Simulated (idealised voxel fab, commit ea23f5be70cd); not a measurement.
The name of this process module is voxel fin reveal.
Pictured: cross-section cut, 225 nm wide, on a grid of 5 nm square cells.
A cross-section is written here as square cells arranged in a grid, and it is given in bands from the top down, each band taking up one or more rows of cells.
What a band's entry tells you: where the top is and where the bottom is, as heights in nm, and after that what lies inside, material by material from left to right, each with its width in nm. Empty space is written as the word "blank", and a single material marked with the word "everywhere" occupies the band from edge to edge.
Note: height 0 marks the level under which the wafer is uniformly one material as received. Lowest band unbounded below, written "0 -> down".
A width given as "30 to 40" starts at the first number in the band's top row and ends at the second number in its bottom row, shifting by an equal amount at every step from row to row.
Key: "stayed the same" - step with no changed cell in the cross-section.
In the "Closed void listing" entry, you get each enclosed empty space of 8 cells or more, one with no open way to the top, written width x height at distance, distance from the left edge, in nm.
Formally, on a step line, whatever follows the settings is a remark that the simulator itself makes on the step.
If you see "overlay nm" on a step's line and that step has a mask, it's telling you how far right of where it was planned the mask ended up; a negative number means it went left instead.
List of planned process steps:
1,RECEIVE with material Si
2,CONFORMAL_DEP with material SiN, thk nm 5
3,MASKED_ETCH with tone cover, mask id FINS, width nm 15, pitch nm 35, etch materials SiN, depth nm 5, overlay nm -15
4,MASKED_ETCH with tone cover, mask id FINS, width nm 15, pitch nm 35, etch materials Si, depth nm 35, overlay nm 0
5,FILL_DEP with material SiO2, thk nm 5
6,CMP with height nm 5
7,SELECTIVE_ETCH with etch materials SiO2, depth nm 30
8,STRIP with etch materials SiN
9,CONFORMAL_DEP with material SiO2, thk nm 5
Quick note for whoever runs this: the wafers start identical, but the overlay nm at step 3 isn't the same across them. The plan just shows what the first wafer had.
Cross-section of the first of several wafers as received (after step 1):
> 0 -> down: Si everywhere
> Closed void listing: none
For your reference, the table is organized with a row per wafer; each row reflects the wafer at the end of the module, indicating for each material the cells gained (+) or lost (-) since receipt, and thereafter its closed voids:
overlay nm -15 | -189 Si | +119 SiO2 | Closed void listing: none
overlay nm -10 | -210 Si | +135 SiO2 | Closed void listing: none
overlay nm -5 | -231 Si | +141 SiO2 | Closed void listing: none
overlay nm 0 | -252 Si | +147 SiO2 | Closed void listing: none
overlay nm 5 | -231 Si | +141 SiO2 | Closed void listing: none
overlay nm 10 | -210 Si | +135 SiO2 | Closed void listing: none
overlay nm 15 | -189 Si | +119 SiO2 | Closed void listing: none
